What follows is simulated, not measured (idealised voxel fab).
Proc. module: voxel self aligned contacts
Pictured: cross-section cut, 170 nm wide, on a grid of 5 nm square cells.
Bands, listed from the top down, are how a cross-section gets written in this document; the cross-section itself is a grid of square cells, and a band is one or more rows of them.
It is stipulated that each band's entry specify, in nanometres, the height of the top of the band and then that of its bottom, followed by the materials of the band in left-to-right sequence, each together with its width in nanometres. A single material marked by the word "full width" is understood to fill the band from edge to edge; the word "air" is understood to denote empty space.
We count height from 0. Below that, the starting wafer is all one material. The lowest band never ends at the bottom but goes on down; see "0 down" for how that is written.
You'd read "30->40" like this: the band's top row of cells is as wide as the first number, its bottom row is as wide as the second, and going down, every row changes width by the same amount as the row before did.
Step marked "remained unchanged"? Then no cell in the cross-section changed in it.
This entry, "Entrapped voids", enumerates those empty regions of no fewer than 8 cells that possess no open connection to the top. Each region is reported in the form width x height at distance, the distance being taken from the left edge, with all three quantities expressed in nm.
Heads up: the bit after the settings on a step's line is the simulator's remark on that step.
Steps that use a mask can have "overlay nm" on their line. It says how far the mask sat to the right of where it was meant to be. Negative means to the left.

Listed below are the process steps as planned:
1 RECEIVE (material Si)
2 CONFORMAL_DEP (material SiO2; thk nm 5)
3 DIRECTIONAL_DEP (material polySi; thk nm 25)
4 DIRECTIONAL_DEP (material SiN; thk nm 20)
5 PATTERN (tone cover; mask id GATE; material resist; width nm 35; pitch nm 70; thk nm 15; overlay nm 0)
6 DIRECTIONAL_ETCH (etch materials SiN; depth nm 20)
7 DIRECTIONAL_ETCH (etch materials polySi; depth nm 25)
8 STRIP (etch materials resist)
9 CONFORMAL_DEP (material SiN; thk nm 10)
10 DIRECTIONAL_ETCH (etch materials SiN; depth nm 10)
11 FILL_DEP (material SiO2; thk nm 20)
12 CMP (height nm 60)
13 PATTERN (tone open; mask id CONTACT; material resist; width nm 55; thk nm 15; overlay nm 0)
14 DIRECTIONAL_ETCH (etch materials SiO2; depth nm 60)
15 STRIP (etch materials resist)
16 CONFORMAL_DEP (material TiN; thk nm 5)
17 FILL_DEP (material Ru; thk nm 10)
18 CMP (height nm 60)
19 CONFORMAL_DEP (material SiCN; thk nm 5)

Cross-section of the incoming wafer, state after step 1:
0 down | Si full width
Entrapped voids: none

Cross-section: first of two wafers, module finished, run according to plan:
65 to 60 | SiCN full width
60 to 50 | 55 SiO2, then 5->25 TiN, then 45->5 Ru, then 5->25 TiN, then 60 SiO2
50 to 30 | 20 SiO2, then 55 SiN, then 5 TiN, then 5 Ru, then 5 TiN, then 55 SiN, then 25 SiO2
30 to 5 | 20 SiO2, then 10 SiN, then 35 polySi, then 10 SiN, then 5 TiN, then 5 Ru, then 5 TiN, then 10 SiN, then 35 polySi, then 10 SiN, then 25 SiO2
5 to 0 | 75 SiO2, then 15 TiN, then 80 SiO2
0 down | Si full width
Entrapped voids: none

Cross-sectional view of the second of two wafers upon completion of the module. This wafer shared its starting condition and process plan with the first; one error was made during its execution:
65 to 60 | SiCN full width
60 to 50 | 50->15 Ru, then 5->40 TiN, then 55 SiO2, then 5->40 TiN, then 55->20 Ru
50 to 30 | 15 Ru, then 5 TiN, then 55 SiN, then 15 SiO2, then 55 SiN, then 5 TiN, then 20 Ru
30 to 5 | 15 Ru, then 5 TiN, then 10 SiN, then 35 polySi, then 10 SiN, then 15 SiO2, then 10 SiN, then 35 polySi, then 10 SiN, then 5 TiN, then 20 Ru
5 to 0 | 20 TiN, then 125 SiO2, then 25 TiN
0 down | Si full width
Entrapped voids: none
Heads up, the wafer didn't run the way we planned it: the process deviated at step 13: the operation and settings actually run there were PATTERN (tone cover; mask id CONTACT; material resist; width nm 55; thk nm 15; overlay nm 0)
Heads up, by the end the second wafer has more or fewer cells of some materials compared to the first: 72 more of Ru, 84 fewer of SiO2, 12 more of TiN
